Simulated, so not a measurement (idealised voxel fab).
process module | voxel air gaps
cross-section cut | 220 nm wide | cells 5 nm
A cross-section is a grid of square cells, given in bands from the top down. A band is one or more rows of cells.
Each band's line starts with the height of the band's top and of its bottom, in nm. Then come its materials from left to right, each with its width in nm. One material with "throughout" fills the band from edge to edge. "air" is empty space.
Height 0 is the level under which the wafer as received is all one material. The lowest band goes on downwards, as in "0 down".
A width such as "30 to 40" changes by the same amount from each row of cells to the next, from the band's top row to its bottom row.
"no change" after a step means that no cell of the cross-section changed.
closed voids: empty space of 8 cells or more with no open way to the top, each as width x height at its distance from the left edge, in nm
after a step's settings: what the simulator itself notes on the step
overlay nm, on a step with a mask: how far to the right of its planned place the mask lay; to the left if negative
plan
1 op RECEIVE | material Si
2 op CONFORMAL_DEP | material SiO2 | thk nm 10
3 op CONFORMAL_DEP | material SiN | thk nm 5
4 op DIRECTIONAL_DEP | material SiO2 | thk nm 40
5 op MASKED_ETCH | tone open | mask id LINES | width nm 15 | pitch nm 40 | etch materials SiO2 | depth nm 40 | overlay nm 0
6 op CONFORMAL_DEP | material TiN | thk nm 5
7 op FILL_DEP | material Ru | thk nm 5
8 op CMP | height nm 55
9 op EPI | material Ru | thk nm 10
10 op SELECTIVE_ETCH | etch materials SiO2 | depth nm 50
11 op CONFORMAL_DEP | material SiCN | thk nm 5
as received, after step 1
  0 down: Si throughout
  closed voids: none
a wafer at the end: this start, this plan, one mistake
  70 to 65: SiCN throughout
  65 to 55: Ru throughout
  55 to 20: Ru 55 | TiN 5 | SiO2 15 | TiN 5 | Ru 15 | TiN 5 | SiO2 15 | TiN 5 | Ru 15 | TiN 5 | SiO2 15 | TiN 5 | Ru 60
  20 to 15: TiN 60 | SiO2 15 | TiN 25 | SiO2 15 | TiN 25 | SiO2 15 | TiN 65
  15 to 10: SiN throughout
  10 to 0: SiO2 throughout
  0 down: Si throughout
  closed voids: none
what went wrong: step 5 ran as: op MASKED_ETCH | tone cover | mask id LINES | width nm 15 | pitch nm 40 | etch materials SiO2 | depth nm 40 | overlay nm 0
